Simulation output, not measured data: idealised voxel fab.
process module | voxel quadruple lines
cross-section cut | 185 nm wide | cells 5 nm
A cross-section is a grid of square cells, given in bands from the top down. A band is one or more rows of cells.
Each band's line starts with the height of the band's top and of its bottom, in nm. Then come its materials from left to right, each with its width in nm. One material with "throughout" fills the band from edge to edge. "air" is empty space.
Height 0 is the level under which the wafer as received is all one material. The lowest band goes on downwards, as in "0 down".
A width such as "30 to 40" changes by the same amount from each row of cells to the next, from the band's top row to its bottom row.
"no change" after a step means that no cell of the cross-section changed.
closed voids: empty space of 8 cells or more with no open way to the top, each as width x height at its distance from the left edge, in nm
after a step's settings: what the simulator itself notes on the step
overlay nm, on a step with a mask: how far to the right of its planned place the mask lay; to the left if negative
plan
1 op RECEIVE | material Si
2 op CONFORMAL_DEP | material Al2O3 | thk nm 10
3 op DIRECTIONAL_DEP | material Ru | thk nm 10
4 op DIRECTIONAL_DEP | material polySi | thk nm 20
5 op DIRECTIONAL_DEP | material aC | thk nm 20
6 op PATTERN | tone cover | mask id MANDREL | material resist | width nm 25 | pitch nm 80 | thk nm 30 | overlay nm 0
7 op DIRECTIONAL_ETCH | etch materials aC | depth nm 20
8 op STRIP | etch materials resist
9 op CONFORMAL_DEP | material SiO2 | thk nm 15
10 op DIRECTIONAL_ETCH | etch materials SiO2 | depth nm 15
11 op STRIP | etch materials aC
12 op DIRECTIONAL_ETCH | etch materials polySi | depth nm 20
13 op STRIP | etch materials SiO2
14 op CONFORMAL_DEP | material SiN | thk nm 5
15 op DIRECTIONAL_ETCH | etch materials SiN | depth nm 5
16 op STRIP | etch materials polySi
17 op DIRECTIONAL_ETCH | etch materials Ru | depth nm 10
18 op STRIP | etch materials SiN
as received, after step 1
  0 down: Si throughout
  closed voids: none
a wafer at the end: this start, this plan, one mistake
  20 to 10: air 25 | Ru 5 | air 15 | Ru 5 | air 10 | Ru 5 | air 15 | Ru 5 | air 20 | Ru 5 | air 15 | Ru 5 | air 10 | Ru 5 | air 15 | Ru 5 | air 20
  10 to 0: Al2O3 throughout
  0 down: Si throughout
  closed voids: none
what went wrong: step 6 ran as: op PATTERN | tone cover | mask id MANDREL | material resist | width nm 20 | pitch nm 80 | thk nm 30 | overlay nm 0
